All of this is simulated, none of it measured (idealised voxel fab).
Documented hereafter: the process module known as voxel self aligned vias.
Displayed cross-section: cut, width of 225 nm, square cells sized 5 nm.
Format of a cross-section: grid, square cells. Given as bands. Order: top down. Band: one or more rows of cells. First you get the band's top height and its bottom height, in nm, and then the materials it's made of, left to right, with each width in nm. If you see a single material with "edge to edge", that one covers the band edge to edge. "empty" is empty space. Basically, 0 is our baseline, since under it the wafer straight out of the box is all one material. The bottom band has no lower end and keeps on going down, so it looks like "z 0 and below". Per-row width for "30 to 40": begins at first number (top row of band), ends at second number (bottom row), increment between rows held constant. Given "remained unchanged" for a step, no cell of the cross-section differs between before and after that step. "Voids, fully enclosed" specifies each empty space that is not open to the top and that occupies no fewer than 8 cells, using the form width x height at distance, the distance measured from the left edge and all three quantities in nm. What comes after the settings on a step's line is commentary from the simulator itself on that step. "overlay nm" on a masked step: distance the mask lay right of its planned place, negative for left.
[Process steps - plan]
1: op RECEIVE | material Si
2: op CONFORMAL_DEP | material SiO2 | thk nm 15
3: op CONFORMAL_DEP | material SiCN | thk nm 5
4: op DIRECTIONAL_DEP | material SiO2 | thk nm 20
5: op DIRECTIONAL_DEP | material aC | thk nm 10
6: op PATTERN | tone open | mask id LINES | material resist | width nm 15 | pitch nm 45 | thk nm 30 | overlay nm 0
7: op DIRECTIONAL_ETCH | etch materials aC | depth nm 10
8: op STRIP | etch materials resist
9: op DIRECTIONAL_ETCH | etch materials SiO2 | depth nm 20
10: op STRIP | etch materials aC
11: op CONFORMAL_DEP | material TiN | thk nm 5
12: op FILL_DEP | material Ru | thk nm 5
13: op CMP | height nm 40
14: op SELECTIVE_ETCH | etch materials W Ru TiN | depth nm 10
15: op FILL_DEP | material SiN | thk nm 10
16: op CMP | height nm 40
17: op DIRECTIONAL_DEP | material SiO2 | thk nm 20
18: op MASKED_ETCH | tone open | mask id VIAS | width nm 30 | pitch nm 90 | etch materials SiO2 | depth nm 20 | overlay nm 0
19: op MASKED_ETCH | tone open | mask id VIAS | width nm 30 | pitch nm 90 | etch materials SiN | depth nm 10 | overlay nm 0
20: op CONFORMAL_DEP | material TiN | thk nm 5
21: op FILL_DEP | material W | thk nm 10
22: op CMP | height nm 60
23: op CONFORMAL_DEP | material SiCN | thk nm 5
Wafers differ in width nm at step 6; plan lists the first wafer's value; identical starting state.
[The first of several wafers as received, shown in cross-section; this is its state after step 1]
* z 0 and below = Si edge to edge
* Voids, fully enclosed: none
[Cross-section of the first of several wafers, taken after step 23, where the module ends]
* z 65 to 60 = SiCN edge to edge
* z 60 to 45 = SiO2 50 nm | TiN 5 nm | W 20 nm | TiN 5 nm | SiO2 60 nm | TiN 5 nm | W 20 nm | TiN 5 nm | SiO2 55 nm
* z 45 to 40 = SiO2 50 nm | TiN 15 nm | W 5 nm | TiN 10 nm | SiO2 60 nm | TiN 15 nm | W 5 nm | TiN 10 nm | SiO2 55 nm
* z 40 to 35 = SiO2 60 nm | TiN 5 nm | W 5 nm | TiN 5 nm | SiO2 30 nm | SiN 15 nm | SiO2 30 nm | TiN 5 nm | W 5 nm | TiN 5 nm | SiO2 60 nm
* z 35 to 30 = SiO2 60 nm | TiN 15 nm | SiO2 30 nm | SiN 15 nm | SiO2 30 nm | TiN 15 nm | SiO2 60 nm
* z 30 to 25 = SiO2 60 nm | TiN 5 nm | Ru 5 nm | TiN 5 nm | SiO2 30 nm | TiN 5 nm | Ru 5 nm | TiN 5 nm | SiO2 30 nm | TiN 5 nm | Ru 5 nm | TiN 5 nm | SiO2 60 nm
* z 25 to 20 = SiO2 60 nm | TiN 15 nm | SiO2 30 nm | TiN 15 nm | SiO2 30 nm | TiN 15 nm | SiO2 60 nm
* z 20 to 15 = SiCN edge to edge
* z 15 to 0 = SiO2 edge to edge
* z 0 and below = Si edge to edge
* Voids, fully enclosed: none
[The module's end: a cross-section of the last wafer]
* z 65 to 60 = SiCN edge to edge
* z 60 to 40 = SiO2 50 nm | TiN 5 nm | W 20 nm | TiN 5 nm | SiO2 60 nm | TiN 5 nm | W 20 nm | TiN 5 nm | SiO2 55 nm
* z 40 to 35 = SiO2 50 nm | TiN 5 nm | W 20 nm | TiN 5 nm | SiO2 15 nm | SiN 30 nm | SiO2 15 nm | TiN 5 nm | W 20 nm | TiN 5 nm | SiO2 55 nm
* z 35 to 30 = SiO2 50 nm | TiN 30 nm | SiO2 15 nm | SiN 30 nm | SiO2 15 nm | TiN 30 nm | SiO2 55 nm
* z 30 to 25 = SiO2 50 nm | TiN 5 nm | Ru 20 nm | TiN 5 nm | SiO2 15 nm | TiN 5 nm | Ru 20 nm | TiN 5 nm | SiO2 15 nm | TiN 5 nm | Ru 20 nm | TiN 5 nm | SiO2 55 nm
* z 25 to 20 = SiO2 50 nm | TiN 30 nm | SiO2 15 nm | TiN 30 nm | SiO2 15 nm | TiN 30 nm | SiO2 55 nm
* z 20 to 15 = SiCN edge to edge
* z 15 to 0 = SiO2 edge to edge
* z 0 and below = Si edge to edge
* Voids, fully enclosed: none
[Quick key for the table: a row per wafer, taken at the end of the module. For each material it tells you how many cells the wafer gained (+) or lost (-) since it came in, and the closed voids come after]
width nm 15 | +3 Ru | +90 SiCN | +6 SiN | +411 SiO2 | +47 TiN | +28 W | Voids, fully enclosed: none
width nm 20 | +6 Ru | +90 SiCN | +8 SiN | +399 SiO2 | +50 TiN | +32 W | Voids, fully enclosed: none
width nm 25 | +9 Ru | +90 SiCN | +10 SiN | +387 SiO2 | +53 TiN | +36 W | Voids, fully enclosed: none
width nm 30 | +12 Ru | +90 SiCN | +12 SiN | +375 SiO2 | +56 TiN | +40 W | Voids, fully enclosed: none
